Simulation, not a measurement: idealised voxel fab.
Name of the process module below: voxel capacitor over wiring
Displayed cross-section: cut, width of 275 nm, square cells sized 5 nm.
For the purposes of this document, a cross-section shall be understood as a grid of square cells, specified as bands listed in top-to-bottom order, each band consisting of one or more rows of cells.
Look at the band entry: it leads with the top's height and the bottom's height in nm. Then it lists the materials left to right, with a width in nm for each. The word "edge to edge" on a single material says that material fills the band edge to edge. The word "blank" is empty space.
Measure heights from 0. That's the level where, below it, the as-received wafer is all one material. The lowest band is bottomless and extends downward; write it as in "0 down".
When a width is written as two numbers, as in "30->40", the first number is the width in the top row of cells of the band and the second is the width in its bottom row, and the width changes by the same amount from each row to the next.
When a step is marked "changes: none", none of the cells in the cross-section changed during that step.
Under "Enclosed cavities" you'll find the enclosed gaps, the ones with no way out to the top, that are 8 cells or bigger; each reads width x height at distance, with distance counted from the left edge, everything in nm.
Note: text after step settings on the step line = simulator remark on that step.
overlay nm: mask offset rightward from planned place, masked step; negative means leftward offset.
### Here's what the planned process steps look like
1,RECEIVE with material Si
2,CONFORMAL_DEP with material SiO2, thk nm 15
3,DIRECTIONAL_DEP with material TiN, thk nm 5
4,DIRECTIONAL_DEP with material W, thk nm 20
5,MASKED_ETCH with tone cover, mask id METAL_1, width nm 30, pitch nm 95, etch materials W, depth nm 20, overlay nm 0
6,MASKED_ETCH with tone cover, mask id METAL_1, width nm 30, pitch nm 95, etch materials TiN, depth nm 5, overlay nm 0
7,CONFORMAL_DEP with material SiCN, thk nm 5
8,FILL_DEP with material lowk, thk nm 10
9,CMP with height nm 40
10,CONFORMAL_DEP with material SiCN, thk nm 5
11,DIRECTIONAL_DEP with material SiO2, thk nm 15
12,PATTERN with tone open, mask id PLUG_1, material resist, width nm 15, thk nm 20, overlay nm 0
13,DIRECTIONAL_ETCH with etch materials SiO2, depth nm 15
14,DIRECTIONAL_ETCH with etch materials SiCN, depth nm 5
15,STRIP with etch materials resist
16,CONFORMAL_DEP with material TiN, thk nm 5
17,FILL_DEP with material Cu, thk nm 5
18,CMP with height nm 60
19,DIRECTIONAL_DEP with material TiN, thk nm 5
20,DIRECTIONAL_DEP with material Al2O3, thk nm 5
21,DIRECTIONAL_DEP with material TiN, thk nm 10
22,DIRECTIONAL_DEP with material aC, thk nm 10
23,PATTERN with tone cover, mask id UPPER_PLATE, material resist, width nm 70, thk nm 30, overlay nm 0
24,DIRECTIONAL_ETCH with etch materials aC, depth nm 10
25,STRIP with etch materials resist
26,DIRECTIONAL_ETCH with etch materials TiN, depth nm 10
27,DIRECTIONAL_ETCH with etch materials Al2O3, depth nm 5
28,STRIP with etch materials aC
29,MASKED_ETCH with tone cover, mask id LOWER_PLATE, width nm 80, etch materials TiN, depth nm 5, overlay nm 0
30,FILL_DEP with material SiO2, thk nm 20
31,CMP with height nm 95
32,DIRECTIONAL_DEP with material aC, thk nm 10
33,PATTERN with tone open, mask id PLUG_2, material resist, width nm 15, thk nm 30, overlay nm 0
34,DIRECTIONAL_ETCH with etch materials aC, depth nm 10
35,STRIP with etch materials resist
36,DIRECTIONAL_ETCH with etch materials SiO2, depth nm 15
37,STRIP with etch materials aC
38,CONFORMAL_DEP with material TiN, thk nm 5
39,FILL_DEP with material Ru, thk nm 5
40,CMP with height nm 95
41,CONFORMAL_DEP with material SiCN, thk nm 5
### Incoming wafer in cross-section (state: after step 1)
0 down  Si edge to edge
Enclosed cavities: none
### First of two wafers, end-of-module section, run followed plan
100 to 95  SiCN edge to edge
95 to 85  SiO2 100 nm / TiN 5 nm / Ru 5 nm / TiN 5 nm / SiO2 160 nm
85 to 80  SiO2 100 nm / TiN 15 nm / SiO2 160 nm
80 to 70  SiO2 90 nm / TiN 70 nm / SiO2 115 nm
70 to 65  SiO2 90 nm / Al2O3 70 nm / SiO2 115 nm
65 to 60  SiO2 85 nm / TiN 80 nm / SiO2 110 nm
60 to 45  SiO2 90 nm / TiN 5 nm / Cu 5 nm / TiN 5 nm / SiO2 170 nm
45 to 40  SiCN 90 nm / TiN 15 nm / SiCN 170 nm
40 to 20  lowk 70 nm / SiCN 5 nm / W 30 nm / SiCN 5 nm / lowk 55 nm / SiCN 5 nm / W 30 nm / SiCN 5 nm / lowk 70 nm
20 to 15  SiCN 75 nm / TiN 30 nm / SiCN 65 nm / TiN 30 nm / SiCN 75 nm
15 to 0  SiO2 edge to edge
0 down  Si edge to edge
Enclosed cavities: none
### Cross-section, wafer two of two, end of module: same start and plan as wafer one, one error in execution
100 to 95  SiCN edge to edge
95 to 85  SiO2 95 nm / TiN 5 nm / Ru 15 nm / TiN 5 nm / SiO2 155 nm
85 to 80  SiO2 95 nm / TiN 25 nm / SiO2 155 nm
80 to 70  SiO2 90 nm / TiN 70 nm / SiO2 115 nm
70 to 65  SiO2 90 nm / Al2O3 70 nm / SiO2 115 nm
65 to 60  SiO2 85 nm / TiN 80 nm / SiO2 110 nm
60 to 45  SiO2 90 nm / TiN 5 nm / Cu 5 nm / TiN 5 nm / SiO2 170 nm
45 to 40  SiCN 90 nm / TiN 15 nm / SiCN 170 nm
40 to 20  lowk 70 nm / SiCN 5 nm / W 30 nm / SiCN 5 nm / lowk 55 nm / SiCN 5 nm / W 30 nm / SiCN 5 nm / lowk 70 nm
20 to 15  SiCN 75 nm / TiN 30 nm / SiCN 65 nm / TiN 30 nm / SiCN 75 nm
15 to 0  SiO2 edge to edge
0 down  Si edge to edge
Enclosed cavities: none
Deviation noted in wafer processing: step 33 was not run as planned; what actually ran was PATTERN with tone open, mask id PLUG_2, material resist, width nm 25, thk nm 30, overlay nm 0
The closing comparison, in cells, has the second wafer with more or fewer of some materials than the first: +4 Ru | -6 SiO2 | +2 TiN
